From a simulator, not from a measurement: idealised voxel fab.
Title: Process Module voxel ribs on slabs
The cross-section on display is named cut; it measures 275 nm wide, and its cells are 5 nm squares.
Notation: cross-section as square-cell grid; stated in bands, top first, going down; one or more cell rows per band.
First you get the band's top height and its bottom height, in nm, and then the materials it's made of, left to right, with each width in nm. If you see a single material with "edge to edge", that one covers the band edge to edge. "blank" is empty space.
Height 0 is the level under which the wafer as received is all one material. The lowest band goes on downwards, as in "0 -> down".
When a width is written as two numbers, as in "30..40", the first number is the width in the top row of cells of the band and the second is the width in its bottom row, and the width changes by the same amount from each row to the next.
Given "stayed the same" for a step, no cell of the cross-section differs between before and after that step.
Heads up: "Closed void table" only lists the empty pockets with no open path to the top that are 8 cells or more, and it writes them as width x height at distance, distance from the left edge, in nm.
Whatever follows a step's settings on its line is a remark the simulator itself makes about that step.
For masked steps, "overlay nm" on the step line gives how far right of plan the mask actually lay; a minus sign means it lay to the left.

This section lists the process steps that were planned:
| 1 | op RECEIVE | material Si |
| 2 | op DIRECTIONAL_DEP | material SiO2 | thk nm 25 |
| 3 | op DIRECTIONAL_DEP | material SiN | thk nm 15 |
| 4 | op MASKED_ETCH | tone cover | mask id RIB | width nm 25 | etch materials SiN | depth nm 5 | overlay nm 0 |
| 5 | op DIRECTIONAL_DEP | material aC | thk nm 15 |
| 6 | op PATTERN | tone cover | mask id SLAB | material resist | width nm 55 | thk nm 35 | overlay nm 0 |
| 7 | op DIRECTIONAL_ETCH | etch materials aC | depth nm 15 |
| 8 | op STRIP | etch materials resist |
| 9 | op DIRECTIONAL_ETCH | etch materials SiN | depth nm 10 |
| 10 | op STRIP | etch materials aC |
| 11 | op FILL_DEP | material SiO2 | thk nm 15 |
| 12 | op CMP | height nm 50 |
| 13 | op DIRECTIONAL_DEP | material W | thk nm 10 |
| 14 | op PATTERN | tone cover | mask id HEATER | material resist | width nm 35 | thk nm 20 | overlay nm 0 |
| 15 | op DIRECTIONAL_ETCH | etch materials W | depth nm 10 |
| 16 | op STRIP | etch materials resist |
| 17 | op CONFORMAL_DEP | material SiN | thk nm 10 |

Wafer as received: cross-section following step 1:
    0 -> down | Si edge to edge
    Closed void table: none

Here's the wafer cut in cross-section after the module, started and planned just like above, except one thing was done wrong in the run:
    70 -> 60 | 110 blank, 60 SiN, 105 blank
    60 -> 50 | 120 SiN, 40 W, 115 SiN
    50 -> 40 | SiO2 edge to edge
    40 -> 35 | 125 SiO2, 25 SiN, 125 SiO2
    35 -> 25 | 110 SiO2, 55 SiN, 110 SiO2
    25 -> 0 | SiO2 edge to edge
    0 -> down | Si edge to edge
    Closed void table: none
Diagnosis: note that step 14 departed from the planned setting and was carried out as op PATTERN | tone cover | mask id HEATER | material resist | width nm 40 | thk nm 20 | overlay nm 0
